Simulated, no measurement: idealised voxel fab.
Proc. module: voxel capacitor over wiring
The width of the displayed cross-section, cut, is 240 nm; its cells are square, with a size of 5 nm.
Cross-section layout: square cells on a grid; listed as bands, top to bottom; a band spans one or more cell rows. Basically the band line says how high the top is and how high the bottom is, in nm, and then what's in it from left to right, every material with its width in nm. Empty space shows up as "blank", and if a single material carries "all across" it runs the full band edge to edge. Heights are reckoned from 0. Under this level, the received wafer is all of one material. The bottommost band is open-ended downward, for example "from 0 down". A width such as "30->40" changes by the same amount from each row of cells to the next, from the band's top row to its bottom row. Step note "no modification" = no cross-section cell changed. If an empty space has no open way to the top and is at least 8 cells in size, "Voids, sealed" lists it, written width x height at distance, where distance is measured from the left edge and every value is in nm. The remark found on a step's line after its settings is issued by the simulator itself and pertains to that step. What "overlay nm" on a step's line means: if the step has a mask, that mask lay this far to the right of its planned place, or, when the value is negative, to the left.

[Planned step list for the process]
1: RECEIVE [material Si]
2: CONFORMAL_DEP [material SiO2] [thk nm 10]
3: CONFORMAL_DEP [material SiN] [thk nm 5]
4: DIRECTIONAL_DEP [material lowk] [thk nm 25]
5: MASKED_ETCH [tone open] [mask id METAL_1] [width nm 20] [pitch nm 80] [etch materials lowk] [depth nm 25] [overlay nm 0]
6: MASKED_ETCH [tone open] [mask id METAL_1] [width nm 20] [pitch nm 80] [etch materials SiN] [depth nm 5] [overlay nm 0]
7: CONFORMAL_DEP [material TiN] [thk nm 5]
8: FILL_DEP [material Cu] [thk nm 5]
9: CMP [height nm 40]
10: EPI [material Ru] [thk nm 5]
11: FILL_DEP [material SiCN] [thk nm 5]
12: DIRECTIONAL_DEP [material SiO2] [thk nm 10]
13: PATTERN [tone open] [mask id PLUG_1] [material resist] [width nm 15] [thk nm 15] [overlay nm 0]
14: DIRECTIONAL_ETCH [etch materials SiO2] [depth nm 10]
15: DIRECTIONAL_ETCH [etch materials SiCN] [depth nm 5]
16: STRIP [etch materials resist]
17: CONFORMAL_DEP [material TiN] [thk nm 5]
18: FILL_DEP [material Ru] [thk nm 5]
19: CMP [height nm 60]
20: DIRECTIONAL_DEP [material TiN] [thk nm 5]
21: DIRECTIONAL_DEP [material HfO2] [thk nm 5]
22: DIRECTIONAL_DEP [material TiN] [thk nm 10]
23: MASKED_ETCH [tone cover] [mask id UPPER_PLATE] [width nm 65] [etch materials TiN] [depth nm 10] [overlay nm 0]
24: MASKED_ETCH [tone cover] [mask id UPPER_PLATE] [width nm 65] [etch materials HfO2] [depth nm 5] [overlay nm 0]
25: MASKED_ETCH [tone cover] [mask id LOWER_PLATE] [width nm 75] [etch materials TiN] [depth nm 5] [overlay nm 0]
26: FILL_DEP [material SiO2] [thk nm 20]
27: CMP [height nm 95]
28: PATTERN [tone open] [mask id PLUG_2] [material resist] [width nm 15] [thk nm 20] [overlay nm 0]
29: DIRECTIONAL_ETCH [etch materials SiO2] [depth nm 15]
30: STRIP [etch materials resist]
31: CONFORMAL_DEP [material TiN] [thk nm 5]
32: FILL_DEP [material Cu] [thk nm 5]
33: CMP [height nm 95]
34: CONFORMAL_DEP [material SiCN] [thk nm 5]

[The first of a set of two wafers, run to plan]

[Cross-sectional view of the wafer in its as-received condition, corresponding to the state after step 1]
	from 0 down | Si all across
	Voids, sealed: none

[How the wafer stands in section after step 2]
	from 10 to 0 | SiO2 all across
	Everything below 0 is unchanged.

[How the wafer stands in section after step 3]
	from 15 to 10 | SiN all across
	Everything below 10 is unchanged.

[How the wafer stands in section after step 4]
	from 40 to 15 | lowk all across
	Everything below 15 is unchanged.

[How the wafer stands in section after step 5]
	from 40 to 15 | 70 lowk  20 blank  60 lowk  20 blank  70 lowk
	Everything below 15 is unchanged.

[How the wafer stands in section after step 6]
	from 40 to 15 | 70 lowk  20 blank  60 lowk  20 blank  70 lowk
	from 15 to 10 | 70 SiN  20 blank  60 SiN  20 blank  70 SiN
	Everything below 10 is unchanged.

[How the wafer stands in section after step 7]
	from 45 to 40 | 75 TiN  10 blank  70 TiN  10 blank  75 TiN
	from 40 to 15 | 70 lowk  5 TiN  10 blank  5 TiN  60 lowk  5 TiN  10 blank  5 TiN  70 lowk
	from 15 to 10 | 70 SiN  20 TiN  60 SiN  20 TiN  70 SiN
	Everything below 10 is unchanged.

[How the wafer stands in section after step 8]
	from 50 to 45 | Cu all across
	from 45 to 40 | 75 TiN  10 Cu  70 TiN  10 Cu  75 TiN
	from 40 to 15 | 70 lowk  5 TiN  10 Cu  5 TiN  60 lowk  5 TiN  10 Cu  5 TiN  70 lowk
	Everything below 15 is unchanged.

[How the wafer stands in section after step 9]
	from 40 to 15 | 70 lowk  5 TiN  10 Cu  5 TiN  60 lowk  5 TiN  10 Cu  5 TiN  70 lowk
	Everything below 15 is unchanged.

[How the wafer stands in section after step 10]
	from 45 to 40 | 65 blank  30 Ru  50 blank  30 Ru  65 blank
	Everything below 40 is unchanged.

[How the wafer stands in section after step 11]
	from 50 to 45 | SiCN all across
	from 45 to 40 | 65 SiCN  30 Ru  50 SiCN  30 Ru  65 SiCN
	Everything below 40 is unchanged.

[How the wafer stands in section after step 12]
	from 60 to 50 | SiO2 all across
	Everything below 50 is unchanged.

[How the wafer stands in section after step 13]
	from 75 to 60 | 75 resist  15 blank  150 resist
	Everything below 60 is unchanged.

[How the wafer stands in section after step 14]
	from 75 to 60 | 75 resist  15 blank  150 resist
	from 60 to 50 | 75 SiO2  15 blank  150 SiO2
	Everything below 50 is unchanged.

[How the wafer stands in section after step 15]
	from 75 to 60 | 75 resist  15 blank  150 resist
	from 60 to 50 | 75 SiO2  15 blank  150 SiO2
	from 50 to 45 | 75 SiCN  15 blank  150 SiCN
	Everything below 45 is unchanged.

[How the wafer stands in section after step 16]
	from 60 to 50 | 75 SiO2  15 blank  150 SiO2
	Everything below 50 is unchanged.

[How the wafer stands in section after step 17]
	from 65 to 60 | 80 TiN  5 blank  155 TiN
	from 60 to 50 | 75 SiO2  5 TiN  5 blank  5 TiN  150 SiO2
	from 50 to 45 | 75 SiCN  15 TiN  150 SiCN
	Everything below 45 is unchanged.

[How the wafer stands in section after step 18]
	from 70 to 65 | Ru all across
	from 65 to 60 | 80 TiN  5 Ru  155 TiN
	from 60 to 50 | 75 SiO2  5 TiN  5 Ru  5 TiN  150 SiO2
	Everything below 50 is unchanged.

[How the wafer stands in section after step 19]
	from 60 to 50 | 75 SiO2  5 TiN  5 Ru  5 TiN  150 SiO2
	Everything below 50 is unchanged.

[How the wafer stands in section after step 20]
	from 65 to 60 | TiN all across
	Everything below 60 is unchanged.

[How the wafer stands in section after step 21]
	from 70 to 65 | HfO2 all across
	Everything below 65 is unchanged.

[How the wafer stands in section after step 22]
	from 80 to 70 | TiN all across
	Everything below 70 is unchanged.

[How the wafer stands in section after step 23]
	from 80 to 70 | 75 blank  65 TiN  100 blank
	Everything below 70 is unchanged.

[How the wafer stands in section after step 24]
	from 80 to 70 | 75 blank  65 TiN  100 blank
	from 70 to 65 | 75 blank  65 HfO2  100 blank
	Everything below 65 is unchanged.

[How the wafer stands in section after step 25]
	from 80 to 70 | 75 blank  65 TiN  100 blank
	from 70 to 65 | 75 blank  65 HfO2  100 blank
	from 65 to 60 | 70 blank  75 TiN  95 blank
	Everything below 60 is unchanged.

[How the wafer stands in section after step 26]
	from 100 to 80 | SiO2 all across
	from 80 to 70 | 75 SiO2  65 TiN  100 SiO2
	from 70 to 65 | 75 SiO2  65 HfO2  100 SiO2
	from 65 to 60 | 70 SiO2  75 TiN  95 SiO2
	Everything below 60 is unchanged.

[How the wafer stands in section after step 27]
	from 95 to 80 | SiO2 all across
	Everything below 80 is unchanged.

[How the wafer stands in section after step 28]
	from 115 to 95 | 85 resist  15 blank  140 resist
	Everything below 95 is unchanged.

[How the wafer stands in section after step 29]
	from 115 to 95 | 85 resist  15 blank  140 resist
	from 95 to 80 | 85 SiO2  15 blank  140 SiO2
	Everything below 80 is unchanged.

[How the wafer stands in section after step 30]
	from 95 to 80 | 85 SiO2  15 blank  140 SiO2
	Everything below 80 is unchanged.

[How the wafer stands in section after step 31]
	from 100 to 95 | 90 TiN  5 blank  145 TiN
	from 95 to 85 | 85 SiO2  5 TiN  5 blank  5 TiN  140 SiO2
	from 85 to 80 | 85 SiO2  15 TiN  140 SiO2
	Everything below 80 is unchanged.

[How the wafer stands in section after step 32]
	from 105 to 100 | Cu all across
	from 100 to 95 | 90 TiN  5 Cu  145 TiN
	from 95 to 85 | 85 SiO2  5 TiN  5 Cu  5 TiN  140 SiO2
	Everything below 85 is unchanged.

[How the wafer stands in section after step 33]
	from 95 to 85 | 85 SiO2  5 TiN  5 Cu  5 TiN  140 SiO2
	Everything below 85 is unchanged.

[How the wafer stands in section after step 34]
	from 100 to 95 | SiCN all across
	Everything below 95 is unchanged.

[Notes, second wafer: start = first wafer's, plan = first wafer's, execution had one mistake; history identical to first through step 4]

[At the planned end of step 5, the second wafer in cross-section]
	from 40 to 15 | 65 lowk  20 blank  60 lowk  20 blank  75 lowk
	Everything below 15 is unchanged.

[At the planned end of step 6, the second wafer in cross-section]
	from 40 to 15 | 65 lowk  20 blank  60 lowk  20 blank  75 lowk
	from 15 to 10 | 70 SiN  15 blank  65 SiN  15 blank  75 SiN
	Everything below 10 is unchanged.

[At the planned end of step 7, the second wafer in cross-section]
	from 45 to 40 | 70 TiN  10 blank  70 TiN  10 blank  80 TiN
	from 40 to 20 | 65 lowk  5 TiN  10 blank  5 TiN  60 lowk  5 TiN  10 blank  5 TiN  75 lowk
	from 20 to 15 | 65 lowk  10 TiN  5 blank  5 TiN  60 lowk  10 TiN  5 blank  5 TiN  75 lowk
	from 15 to 10 | 70 SiN  15 TiN  65 SiN  15 TiN  75 SiN
	Everything below 10 is unchanged.

[At the planned end of step 8, the second wafer in cross-section]
	from 50 to 45 | Cu all across
	from 45 to 40 | 70 TiN  10 Cu  70 TiN  10 Cu  80 TiN
	from 40 to 20 | 65 lowk  5 TiN  10 Cu  5 TiN  60 lowk  5 TiN  10 Cu  5 TiN  75 lowk
	from 20 to 15 | 65 lowk  10 TiN  5 Cu  5 TiN  60 lowk  10 TiN  5 Cu  5 TiN  75 lowk
	Everything below 15 is unchanged.

[At the planned end of step 9, the second wafer in cross-section]
	from 40 to 20 | 65 lowk  5 TiN  10 Cu  5 TiN  60 lowk  5 TiN  10 Cu  5 TiN  75 lowk
	Everything below 20 is unchanged.

[At the planned end of step 10, the second wafer in cross-section]
	from 45 to 40 | 60 blank  30 Ru  50 blank  30 Ru  70 blank
	Everything below 40 is unchanged.

[At the planned end of step 11, the second wafer in cross-section]
	from 50 to 45 | SiCN all across
	from 45 to 40 | 60 SiCN  30 Ru  50 SiCN  30 Ru  70 SiCN
	Everything below 40 is unchanged.

[At the planned end of step 12, the second wafer in cross-section]
	from 60 to 50 | SiO2 all across
	Everything below 50 is unchanged.

[At the planned end of step 13, the second wafer in cross-section]
	from 75 to 60 | 75 resist  15 blank  150 resist
	Everything below 60 is unchanged.

[At the planned end of step 14, the second wafer in cross-section]
	from 75 to 60 | 75 resist  15 blank  150 resist
	from 60 to 50 | 75 SiO2  15 blank  150 SiO2
	Everything below 50 is unchanged.

[At the planned end of step 15, the second wafer in cross-section]
	from 75 to 60 | 75 resist  15 blank  150 resist
	from 60 to 50 | 75 SiO2  15 blank  150 SiO2
	from 50 to 45 | 75 SiCN  15 blank  150 SiCN
	Everything below 45 is unchanged.

[At the planned end of step 16, the second wafer in cross-section]
	from 60 to 50 | 75 SiO2  15 blank  150 SiO2
	Everything below 50 is unchanged.

[At the planned end of step 17, the second wafer in cross-section]
	from 65 to 60 | 80 TiN  5 blank  155 TiN
	from 60 to 50 | 75 SiO2  5 TiN  5 blank  5 TiN  150 SiO2
	from 50 to 45 | 75 SiCN  15 TiN  150 SiCN
	Everything below 45 is unchanged.

[At the planned end of step 18, the second wafer in cross-section]
	from 70 to 65 | Ru all across
	from 65 to 60 | 80 TiN  5 Ru  155 TiN
	from 60 to 50 | 75 SiO2  5 TiN  5 Ru  5 TiN  150 SiO2
	Everything below 50 is unchanged.

[At the planned end of step 19, the second wafer in cross-section]
	from 60 to 50 | 75 SiO2  5 TiN  5 Ru  5 TiN  150 SiO2
	Everything below 50 is unchanged.

[At the planned end of step 20, the second wafer in cross-section]
	from 65 to 60 | TiN all across
	Everything below 60 is unchanged.

[At the planned end of step 21, the second wafer in cross-section]
	from 70 to 65 | HfO2 all across
	Everything below 65 is unchanged.

[At the planned end of step 22, the second wafer in cross-section]
	from 80 to 70 | TiN all across
	Everything below 70 is unchanged.

[At the planned end of step 23, the second wafer in cross-section]
	from 80 to 70 | 75 blank  65 TiN  100 blank
	Everything below 70 is unchanged.

[At the planned end of step 24, the second wafer in cross-section]
	from 80 to 70 | 75 blank  65 TiN  100 blank
	from 70 to 65 | 75 blank  65 HfO2  100 blank
	Everything below 65 is unchanged.

[At the planned end of step 25, the second wafer in cross-section]
	from 80 to 70 | 75 blank  65 TiN  100 blank
	from 70 to 65 | 75 blank  65 HfO2  100 blank
	from 65 to 60 | 70 blank  75 TiN  95 blank
	Everything below 60 is unchanged.

[At the planned end of step 26, the second wafer in cross-section]
	from 100 to 80 | SiO2 all across
	from 80 to 70 | 75 SiO2  65 TiN  100 SiO2
	from 70 to 65 | 75 SiO2  65 HfO2  100 SiO2
	from 65 to 60 | 70 SiO2  75 TiN  95 SiO2
	Everything below 60 is unchanged.

[At the planned end of step 27, the second wafer in cross-section]
	from 95 to 80 | SiO2 all across
	Everything below 80 is unchanged.

[At the planned end of step 28, the second wafer in cross-section]
	from 115 to 95 | 85 resist  15 blank  140 resist
	Everything below 95 is unchanged.

[At the planned end of step 29, the second wafer in cross-section]
	from 115 to 95 | 85 resist  15 blank  140 resist
	from 95 to 80 | 85 SiO2  15 blank  140 SiO2
	Everything below 80 is unchanged.

[At the planned end of step 30, the second wafer in cross-section]
	from 95 to 80 | 85 SiO2  15 blank  140 SiO2
	Everything below 80 is unchanged.

[At the planned end of step 31, the second wafer in cross-section]
	from 100 to 95 | 90 TiN  5 blank  145 TiN
	from 95 to 85 | 85 SiO2  5 TiN  5 blank  5 TiN  140 SiO2
	from 85 to 80 | 85 SiO2  15 TiN  140 SiO2
	Everything below 80 is unchanged.

[At the planned end of step 32, the second wafer in cross-section]
	from 105 to 100 | Cu all across
	from 100 to 95 | 90 TiN  5 Cu  145 TiN
	from 95 to 85 | 85 SiO2  5 TiN  5 Cu  5 TiN  140 SiO2
	Everything below 85 is unchanged.

[At the planned end of step 33, the second wafer in cross-section]
	from 95 to 85 | 85 SiO2  5 TiN  5 Cu  5 TiN  140 SiO2
	Everything below 85 is unchanged.

[At the planned end of step 34, the second wafer in cross-section]
	from 100 to 95 | SiCN all across
	Everything below 95 is unchanged.
Finding, execution versus plan: step 5 deviated from plan and actually ran as MASKED_ETCH [tone open] [mask id METAL_1] [width nm 20] [pitch nm 80] [etch materials lowk] [depth nm 25] [overlay nm -5]
Looking at both finished wafers in cells, the second ends up ahead of or behind the first on some materials: 2 fewer of Cu, 2 more of SiN
